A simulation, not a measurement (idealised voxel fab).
Module name: voxel self aligned contacts (process module)
Xsec cut, 200 nm wide, square cell size 5 nm.
We lay out every cross-section as a grid of square cells and spell it out in bands from the top down, where one band means one or more rows of cells. Read a band's entry like this: the first values are the height of its top and the height of its bottom in nm, and what follows is the sequence of materials from left to right, each with its width in nm. Note that "empty" is empty space, and that a single material marked "full width" reaches across the band from edge to edge. Note: height 0 marks the level under which the wafer is uniformly one material as received. Lowest band unbounded below, written "z 0 and below". Graded width ("30->40"): value in top row of band = first number; value in bottom row = second number; row-to-row change constant. Where the words "remained unchanged" appear for a step, the cross-section shows no cell changed by that step; every cell remained as before. Reported under the label "Enclosed void inventory" are the empty spaces having no open way to the top and comprising 8 cells or more; the notation for each is width x height at distance, in which the distance is measured from the left edge and all three values are in nm. On each step's line, the part that comes after the settings is the simulator's own comment on the step. overlay nm, on a step with a mask: how far to the right of its planned place the mask lay; to the left if negative.

### The planned process steps are enumerated hereunder
- 1: RECEIVE with material Si
- 2: CONFORMAL_DEP with material SiO2, thk nm 5
- 3: DIRECTIONAL_DEP with material polySi, thk nm 30
- 4: DIRECTIONAL_DEP with material SiN, thk nm 20
- 5: DIRECTIONAL_DEP with material aC, thk nm 15
- 6: PATTERN with tone cover, mask id GATE, material resist, width nm 25, pitch nm 60, thk nm 30, overlay nm 0
- 7: DIRECTIONAL_ETCH with etch materials aC, depth nm 15
- 8: STRIP with etch materials resist
- 9: DIRECTIONAL_ETCH with etch materials SiN, depth nm 20
- 10: DIRECTIONAL_ETCH with etch materials polySi, depth nm 30
- 11: STRIP with etch materials aC
- 12: CONFORMAL_DEP with material SiN, thk nm 10
- 13: DIRECTIONAL_ETCH with etch materials SiN, depth nm 10
- 14: FILL_DEP with material SiO2, thk nm 15
- 15: CMP with height nm 60
- 16: MASKED_ETCH with tone open, mask id CONTACT, width nm 45, etch materials SiO2, depth nm 60, overlay nm 0
- 17: CONFORMAL_DEP with material TiN, thk nm 5
- 18: FILL_DEP with material Ru, thk nm 5
- 19: CMP with height nm 60
- 20: CONFORMAL_DEP with material SiN, thk nm 5

### first wafer, as planned

### As received (post step 1): cross-section
	z 0 and below | Si full width
	Enclosed void inventory: none

### Cross-section through the wafer, step 2 finished
	z 5 to 0 | SiO2 full width
	Below 0, no change.

### Cross-section through the wafer, step 3 finished
	z 35 to 5 | polySi full width
	Below 5, no change.

### Cross-section through the wafer, step 4 finished
	z 55 to 35 | SiN full width
	Below 35, no change.

### Cross-section through the wafer, step 5 finished
	z 70 to 55 | aC full width
	Below 55, no change.

### Cross-section through the wafer, step 6 finished
	z 100 to 70 | 55 of empty, 25 of resist, 35 of empty, 25 of resist, 60 of empty
	Below 70, no change.

### Cross-section through the wafer, step 7 finished
	z 85 to 70 | 55 of empty, 25 of resist, 35 of empty, 25 of resist, 60 of empty
	z 70 to 55 | 55 of empty, 25 of aC, 35 of empty, 25 of aC, 60 of empty
	Below 55, no change.

### Cross-section through the wafer, step 8 finished
	z 70 to 55 | 55 of empty, 25 of aC, 35 of empty, 25 of aC, 60 of empty
	Below 55, no change.

### Cross-section through the wafer, step 9 finished
	z 70 to 55 | 55 of empty, 25 of aC, 35 of empty, 25 of aC, 60 of empty
	z 55 to 35 | 55 of empty, 25 of SiN, 35 of empty, 25 of SiN, 60 of empty
	Below 35, no change.

### Cross-section through the wafer, step 10 finished
	z 70 to 55 | 55 of empty, 25 of aC, 35 of empty, 25 of aC, 60 of empty
	z 55 to 35 | 55 of empty, 25 of SiN, 35 of empty, 25 of SiN, 60 of empty
	z 35 to 5 | 55 of empty, 25 of polySi, 35 of empty, 25 of polySi, 60 of empty
	Below 5, no change.

### Cross-section through the wafer, step 11 finished
	z 55 to 35 | 55 of empty, 25 of SiN, 35 of empty, 25 of SiN, 60 of empty
	Below 35, no change.

### Cross-section through the wafer, step 12 finished
	z 65 to 35 | 45 of empty, 45 of SiN, 15 of empty, 45 of SiN, 50 of empty
	z 35 to 15 | 45 of empty, 10 of SiN, 25 of polySi, 10 of SiN, 15 of empty, 10 of SiN, 25 of polySi, 10 of SiN, 50 of empty
	z 15 to 5 | 55 of SiN, 25 of polySi, 35 of SiN, 25 of polySi, 60 of SiN
	Below 5, no change.

### Cross-section through the wafer, step 13 finished
	z 55 to 35 | 45 of empty, 45 of SiN, 15 of empty, 45 of SiN, 50 of empty
	z 35 to 5 | 45 of empty, 10 of SiN, 25 of polySi, 10 of SiN, 15 of empty, 10 of SiN, 25 of polySi, 10 of SiN, 50 of empty
	Below 5, no change.

### Cross-section through the wafer, step 14 finished
	z 70 to 55 | SiO2 full width
	z 55 to 35 | 45 of SiO2, 45 of SiN, 15 of SiO2, 45 of SiN, 50 of SiO2
	z 35 to 5 | 45 of SiO2, 10 of SiN, 25 of polySi, 10 of SiN, 15 of SiO2, 10 of SiN, 25 of polySi, 10 of SiN, 50 of SiO2
	Below 5, no change.

### Cross-section through the wafer, step 15 finished
	z 60 to 55 | SiO2 full width
	Below 55, no change.

### Cross-section through the wafer, step 16 finished
	z 60 to 55 | 75 of SiO2, 45 of empty, 80 of SiO2
	z 55 to 35 | 45 of SiO2, 45 of SiN, 15 of empty, 45 of SiN, 50 of SiO2
	z 35 to 5 | 45 of SiO2, 10 of SiN, 25 of polySi, 10 of SiN, 15 of empty, 10 of SiN, 25 of polySi, 10 of SiN, 50 of SiO2
	z 5 to 0 | 90 of SiO2, 15 of empty, 95 of SiO2
	Below 0, no change.

### Cross-section through the wafer, step 17 finished
	z 65 to 60 | 80 of TiN, 35 of empty, 85 of TiN
	z 60 to 55 | 75 of SiO2, 20 of TiN, 5 of empty, 20 of TiN, 80 of SiO2
	z 55 to 35 | 45 of SiO2, 45 of SiN, 5 of TiN, 5 of empty, 5 of TiN, 45 of SiN, 50 of SiO2
	z 35 to 5 | 45 of SiO2, 10 of SiN, 25 of polySi, 10 of SiN, 5 of TiN, 5 of empty, 5 of TiN, 10 of SiN, 25 of polySi, 10 of SiN, 50 of SiO2
	z 5 to 0 | 90 of SiO2, 15 of TiN, 95 of SiO2
	Below 0, no change.

### Cross-section through the wafer, step 18 finished
	z 70 to 65 | Ru full width
	z 65 to 60 | 80 of TiN, 35 of Ru, 85 of TiN
	z 60 to 55 | 75 of SiO2, 20 of TiN, 5 of Ru, 20 of TiN, 80 of SiO2
	z 55 to 35 | 45 of SiO2, 45 of SiN, 5 of TiN, 5 of Ru, 5 of TiN, 45 of SiN, 50 of SiO2
	z 35 to 5 | 45 of SiO2, 10 of SiN, 25 of polySi, 10 of SiN, 5 of TiN, 5 of Ru, 5 of TiN, 10 of SiN, 25 of polySi, 10 of SiN, 50 of SiO2
	Below 5, no change.

### Cross-section through the wafer, step 19 finished
	z 60 to 55 | 75 of SiO2, 20 of TiN, 5 of Ru, 20 of TiN, 80 of SiO2
	Below 55, no change.

### Cross-section through the wafer, step 20 finished
	z 65 to 60 | SiN full width
	Below 60, no change.

### Second wafer, same starting state and plan as the first, one mistake in the run, identical through step 15

### Cross-section, second wafer, at the end time the plan gives for step 16
	z 60 to 55 | 75 of empty, 45 of SiO2, 80 of empty
	z 55 to 35 | 45 of empty, 45 of SiN, 15 of SiO2, 45 of SiN, 50 of empty
	z 35 to 5 | 45 of empty, 10 of SiN, 25 of polySi, 10 of SiN, 15 of SiO2, 10 of SiN, 25 of polySi, 10 of SiN, 50 of empty
	z 5 to 0 | 45 of empty, 105 of SiO2, 50 of empty
	Below 0, no change.

### Cross-section, second wafer, at the end time the plan gives for step 17
	z 65 to 60 | 70 of empty, 55 of TiN, 75 of empty
	z 60 to 55 | 40 of empty, 35 of TiN, 45 of SiO2, 35 of TiN, 45 of empty
	z 55 to 35 | 40 of empty, 5 of TiN, 45 of SiN, 15 of SiO2, 45 of SiN, 5 of TiN, 45 of empty
	z 35 to 5 | 40 of empty, 5 of TiN, 10 of SiN, 25 of polySi, 10 of SiN, 15 of SiO2, 10 of SiN, 25 of polySi, 10 of SiN, 5 of TiN, 45 of empty
	z 5 to 0 | 45 of TiN, 105 of SiO2, 50 of TiN
	Below 0, no change.

### Cross-section, second wafer, at the end time the plan gives for step 18
	z 70 to 65 | Ru full width
	z 65 to 60 | 70 of Ru, 55 of TiN, 75 of Ru
	z 60 to 55 | 40 of Ru, 35 of TiN, 45 of SiO2, 35 of TiN, 45 of Ru
	z 55 to 35 | 40 of Ru, 5 of TiN, 45 of SiN, 15 of SiO2, 45 of SiN, 5 of TiN, 45 of Ru
	z 35 to 5 | 40 of Ru, 5 of TiN, 10 of SiN, 25 of polySi, 10 of SiN, 15 of SiO2, 10 of SiN, 25 of polySi, 10 of SiN, 5 of TiN, 45 of Ru
	Below 5, no change.

### Cross-section, second wafer, at the end time the plan gives for step 19
	z 60 to 55 | 40 of Ru, 35 of TiN, 45 of SiO2, 35 of TiN, 45 of Ru
	Below 55, no change.

### Cross-section, second wafer, at the end time the plan gives for step 20
	z 65 to 60 | SiN full width
	Below 60, no change.
Here's what went sideways: step 16 was not run as planned; what actually ran was MASKED_ETCH with tone cover, mask id CONTACT, width nm 45, etch materials SiO2, depth nm 60, overlay nm 0
Wrapping up, a cell-based count of both wafers puts the second over or under the first for these materials: 176 more of Ru, 198 fewer of SiO2, 22 more of TiN
